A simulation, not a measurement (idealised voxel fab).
You're looking at the process module voxel self aligned vias.
The figure presents cross-section cut, which has a width of 220 nm and is divided into square cells with an edge length of 5 nm.
A cross-section is a grid of square cells, given in bands from the top down. A band is one or more rows of cells. Read a band's entry like this: the first values are the height of its top and the height of its bottom in nm, and what follows is the sequence of materials from left to right, each with its width in nm. Note that "blank" is empty space, and that a single material marked "throughout" reaches across the band from edge to edge. For the purposes of this specification, 0 denotes the height below which the wafer in its as-received condition is composed wholly of one material, and the lowermost band, lacking a lower limit, extends downward without end, as expressed in "0..down". Top row gets the first number, bottom row gets the second, and each row in between changes by the same step: that is how a band width like "30->40" works. A step reported as "identical to before" is a step in which no cell of the cross-section changed. If an empty space has no open way to the top and is at least 8 cells in size, "Enclosed void list" lists it, written width x height at distance, where distance is measured from the left edge and every value is in nm. Heads up: the bit after the settings on a step's line is the simulator's remark on that step. The line of a step may include "overlay nm". On a step with a mask, this value is how far to the right of its planned place the mask lay. A negative value means the mask lay to the left.
[Here's what the planned process steps look like]
- 1: RECEIVE | material Si
- 2: CONFORMAL_DEP | material SiO2 | thk nm 15
- 3: CONFORMAL_DEP | material SiCN | thk nm 5
- 4: DIRECTIONAL_DEP | material SiO2 | thk nm 25
- 5: DIRECTIONAL_DEP | material aC | thk nm 10
- 6: PATTERN | tone open | mask id LINES | material resist | width nm 20 | pitch nm 70 | thk nm 25 | overlay nm 0
- 7: DIRECTIONAL_ETCH | etch materials aC | depth nm 10
- 8: STRIP | etch materials resist
- 9: DIRECTIONAL_ETCH | etch materials SiO2 | depth nm 25
- 10: STRIP | etch materials aC
- 11: CONFORMAL_DEP | material TiN | thk nm 5
- 12: FILL_DEP | material Ru | thk nm 10
- 13: CMP | height nm 45
- 14: SELECTIVE_ETCH | etch materials W Ru TiN | depth nm 10
- 15: FILL_DEP | material SiN | thk nm 10
- 16: CMP | height nm 45
- 17: DIRECTIONAL_DEP | material SiO2 | thk nm 15
- 18: MASKED_ETCH | tone open | mask id VIAS | width nm 50 | pitch nm 70 | etch materials SiO2 | depth nm 15 | overlay nm 0
- 19: MASKED_ETCH | tone open | mask id VIAS | width nm 50 | pitch nm 70 | etch materials SiN | depth nm 10 | overlay nm 0
- 20: CONFORMAL_DEP | material TiN | thk nm 5
- 21: FILL_DEP | material Cu | thk nm 5
- 22: CMP | height nm 60
- 23: CONFORMAL_DEP | material SiCN | thk nm 5
All wafers enter the flow in the same state. The width nm at step 6 differs from wafer to wafer, and the plan gives the value for the first wafer.
[Incoming state of the first of several wafers in cross-section: after step 1]
  0..down = Si throughout
  Enclosed void list: none
[Cross-section after step 23, the final step of the module, for the first of several wafers]
  65..60 = SiCN throughout
  60..50 = 50 of SiO2 / 5 of TiN / 40 of Cu / 5 of TiN / 20 of SiO2 / 5 of TiN / 40 of Cu / 5 of TiN / 50 of SiO2
  50..40 = 50->65 of SiO2 / 20->5 of TiN / 10 of Cu / 20->5 of TiN / 20->50 of SiO2 / 20->5 of TiN / 10 of Cu / 20->5 of TiN / 50->65 of SiO2
  40..35 = 65 of SiO2 / 20 of TiN / 50 of SiO2 / 20 of TiN / 65 of SiO2
  35..25 = 65 of SiO2 / 5 of TiN / 10 of Ru / 5 of TiN / 50 of SiO2 / 5 of TiN / 10 of Ru / 5 of TiN / 65 of SiO2
  25..20 = 65 of SiO2 / 20 of TiN / 50 of SiO2 / 20 of TiN / 65 of SiO2
  20..15 = SiCN throughout
  15..0 = SiO2 throughout
  0..down = Si throughout
  Enclosed void list: none
[Sectional view of the last wafer upon completion of the module]
  65..60 = SiCN throughout
  60..50 = 50 of SiO2 / 5 of TiN / 40 of Cu / 5 of TiN / 20 of SiO2 / 5 of TiN / 40 of Cu / 5 of TiN / 50 of SiO2
  50..40 = 50->55 of SiO2 / 10->5 of TiN / 35 of Cu / 5 of TiN / 20->25 of SiO2 / 10->5 of TiN / 35 of Cu / 5 of TiN / 50 of SiO2
  40..35 = 55 of SiO2 / 45 of TiN / 25 of SiO2 / 45 of TiN / 50 of SiO2
  35..25 = 55 of SiO2 / 5 of TiN / 35 of Ru / 5 of TiN / 25 of SiO2 / 5 of TiN / 35 of Ru / 5 of TiN / 50 of SiO2
  25..20 = 55 of SiO2 / 45 of TiN / 25 of SiO2 / 45 of TiN / 50 of SiO2
  20..15 = SiCN throughout
  15..0 = SiO2 throughout
  0..down = Si throughout
  Enclosed void list: none
[Table: wafers, a row each; end-of-module cell change per material since receipt, gain (+), loss (-); then closed voids]
width nm 20; +40 Cu; +8 Ru; +88 SiCN; +384 SiO2; +52 TiN; Enclosed void list: none
width nm 25; +44 Cu; +12 Ru; +88 SiCN; +374 SiO2; +54 TiN; Enclosed void list: none
width nm 30; +48 Cu; +16 Ru; +88 SiCN; +364 SiO2; +56 TiN; Enclosed void list: none
width nm 35; +52 Cu; +20 Ru; +88 SiCN; +354 SiO2; +58 TiN; Enclosed void list: none
width nm 40; +56 Cu; +24 Ru; +88 SiCN; +344 SiO2; +60 TiN; Enclosed void list: none
width nm 45; +60 Cu; +28 Ru; +88 SiCN; +334 SiO2; +62 TiN; Enclosed void list: none
